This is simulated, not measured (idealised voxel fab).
Presented below is a process module, voxel double patterning.
Cross-sectional view cut (width: 260 nm; square cell size: 5 nm).
Reading order for cross-sections: top band down to bottom band. Underlying form: a grid of square cells. Band size: one or more rows of cells.
Read a band's entry like this: the first values are the height of its top and the height of its bottom in nm, and what follows is the sequence of materials from left to right, each with its width in nm. Note that "air" is empty space, and that a single material marked "edge to edge" reaches across the band from edge to edge.
Heights are expressed relative to 0, this being the level below which the as-received wafer comprises one material exclusively. The lowest band is unbounded in the downward direction and is denoted as in "z 0 and below".
With a width like "30 to 40", each row of cells in the band differs from the next by the same amount, the top row carrying the first number and the bottom row the second.
You'll sometimes find "nothing changed" written for a step, and that's the way of saying that nowhere in the cross-section did a cell change during that step.
"Entrapped void list" means: voids of 8 cells or more that are shut off from the top with no open way through. Written width x height at distance, distance from the left edge, in nm.
On each step's line, the part that comes after the settings is the simulator's own comment on the step.
overlay nm: right-of-plan distance of the mask on a masked step; negative values mean left-of-plan.

[Set out below are the planned steps of the process]
1,RECEIVE: material Si
2,CONFORMAL_DEP: material SiO2, thk nm 5
3,DIRECTIONAL_DEP: material TiN, thk nm 15
4,DIRECTIONAL_DEP: material SiCN, thk nm 10
5,MASKED_ETCH: tone open, mask id FIRST, width nm 15, pitch nm 50, etch materials SiCN, depth nm 10, overlay nm 0
6,MASKED_ETCH: tone open, mask id SECOND, width nm 15, pitch nm 50, etch materials SiCN, depth nm 10, overlay nm 0
7,DIRECTIONAL_ETCH: etch materials TiN, depth nm 15
8,STRIP: etch materials SiCN

[Here's what the wafer looked like in cross-section when it arrived - that's after step 1]
> z 0 and below | Si edge to edge
> Entrapped void list: none

[Starting wafer: above. Plan: above. Run: one mistake. Cross-section after the module: below]
> z 20 to 5 | TiN=70, air=30, TiN=20, air=30, TiN=20, air=15, TiN=75
> z 5 to 0 | SiO2 edge to edge
> z 0 and below | Si edge to edge
> Entrapped void list: none
Against the plan, the run slipped here: contrary to plan, step 6 was performed as MASKED_ETCH: tone open, mask id SECOND, width nm 15, pitch nm 50, etch materials SiCN, depth nm 10, overlay nm -10
